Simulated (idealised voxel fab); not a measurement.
The name of this process module is voxel tone inversion.
Cross-section cut: width 210 nm, square cells of 5 nm.
A cross-section in this document is a grid of square cells, and it is written down as bands, the top band listed before the ones below it; a band is made up of one or more rows of cells. Top, bottom (nm), then materials left to right with widths (nm); lone material tagged "throughout" fills the whole band edge to edge; "blank" = empty space. Heights from 0 (as-received wafer is one material below). Bottom band endless downward, as "0 nm and below". The notation "30..40" denotes a width that varies across the rows of cells in the band, beginning at the first number in the top row, finishing at the second number in the bottom row, and changing by an identical amount from each row to the next. "no change", as given for a step, is the statement that not any cell of the cross-section underwent a change during that step. Look at "Trapped cavities" for the closed voids: empty spaces with no open path to the top, sized 8 cells or up. Each is width x height at distance, distance from the left edge, all nm. On a step's line, text after the settings is the simulator commenting on that step. "overlay nm", when on a step's line for a step with a mask, measures how far to the right of its planned place the mask lay; a negative measure means to the left.
PROCESS STEPS (PLANNED)
step 1: RECEIVE [material Si]
step 2: CONFORMAL_DEP [material SiCN] [thk nm 10]
step 3: DIRECTIONAL_DEP [material aC] [thk nm 15]
step 4: PATTERN [tone cover] [mask id POSTS] [material resist] [width nm 15] [pitch nm 30] [thk nm 25] [overlay nm 0]
step 5: DIRECTIONAL_ETCH [etch materials aC] [depth nm 15]
step 6: STRIP [etch materials resist]
step 7: FILL_DEP [material lowk] [thk nm 10]
step 8: CMP [height nm 25]
step 9: STRIP [etch materials aC]
THE FIRST WAFER OF TWO, PROCESSED AS PLANNED
AS RECEIVED (POST STEP 1): CROSS-SECTION
0 nm and below = Si throughout
Trapped cavities: none
WAFER SECTION VIEW AFTER PROCESSING STEP 2
10 nm to 0 nm = SiCN throughout
Unchanged below 0.
WAFER SECTION VIEW AFTER PROCESSING STEP 3
25 nm to 10 nm = aC throughout
Unchanged below 10.
WAFER SECTION VIEW AFTER PROCESSING STEP 4
50 nm to 25 nm = 80 nm blank / 15 nm resist / 15 nm blank / 15 nm resist / 85 nm blank
Unchanged below 25.
WAFER SECTION VIEW AFTER PROCESSING STEP 5
35 nm to 25 nm = 80 nm blank / 15 nm resist / 15 nm blank / 15 nm resist / 85 nm blank
25 nm to 10 nm = 80 nm blank / 15 nm aC / 15 nm blank / 15 nm aC / 85 nm blank
Unchanged below 10.
WAFER SECTION VIEW AFTER PROCESSING STEP 6
25 nm to 10 nm = 80 nm blank / 15 nm aC / 15 nm blank / 15 nm aC / 85 nm blank
Unchanged below 10.
WAFER SECTION VIEW AFTER PROCESSING STEP 7
35 nm to 25 nm = lowk throughout
25 nm to 10 nm = 80 nm lowk / 15 nm aC / 15 nm lowk / 15 nm aC / 85 nm lowk
Unchanged below 10.
WAFER SECTION VIEW AFTER PROCESSING STEP 8
25 nm to 10 nm = 80 nm lowk / 15 nm aC / 15 nm lowk / 15 nm aC / 85 nm lowk
Unchanged below 10.
WAFER SECTION VIEW AFTER PROCESSING STEP 9
25 nm to 10 nm = 80 nm lowk / 15 nm blank / 15 nm lowk / 15 nm blank / 85 nm lowk
Unchanged below 10.
WAFER TWO OF THE PAIR: SAME ORIGIN, SAME PLAN, ONE ERROR DURING THE RUN; IDENTICAL TO WAFER ONE UP TO AND INCLUDING STEP 3
SECOND WAFER, CUT VIEW, END OF STEP 4 PER PLAN
50 nm to 25 nm = 70 nm blank / 15 nm resist / 15 nm blank / 15 nm resist / 95 nm blank
Unchanged below 25.
SECOND WAFER, CUT VIEW, END OF STEP 5 PER PLAN
35 nm to 25 nm = 70 nm blank / 15 nm resist / 15 nm blank / 15 nm resist / 95 nm blank
25 nm to 10 nm = 70 nm blank / 15 nm aC / 15 nm blank / 15 nm aC / 95 nm blank
Unchanged below 10.
SECOND WAFER, CUT VIEW, END OF STEP 6 PER PLAN
25 nm to 10 nm = 70 nm blank / 15 nm aC / 15 nm blank / 15 nm aC / 95 nm blank
Unchanged below 10.
SECOND WAFER, CUT VIEW, END OF STEP 7 PER PLAN
35 nm to 25 nm = lowk throughout
25 nm to 10 nm = 70 nm lowk / 15 nm aC / 15 nm lowk / 15 nm aC / 95 nm lowk
Unchanged below 10.
SECOND WAFER, CUT VIEW, END OF STEP 8 PER PLAN
25 nm to 10 nm = 70 nm lowk / 15 nm aC / 15 nm lowk / 15 nm aC / 95 nm lowk
Unchanged below 10.
SECOND WAFER, CUT VIEW, END OF STEP 9 PER PLAN
25 nm to 10 nm = 70 nm lowk / 15 nm blank / 15 nm lowk / 15 nm blank / 95 nm lowk
Unchanged below 10.
Against the plan, the run slipped here: for step 4, the planned setting was not used; the step was instead run as PATTERN [tone cover] [mask id POSTS] [material resist] [width nm 15] [pitch nm 30] [thk nm 25] [overlay nm -10]
At the close, every material occupies the same number of cells on the second wafer as on the first, only in different positions.
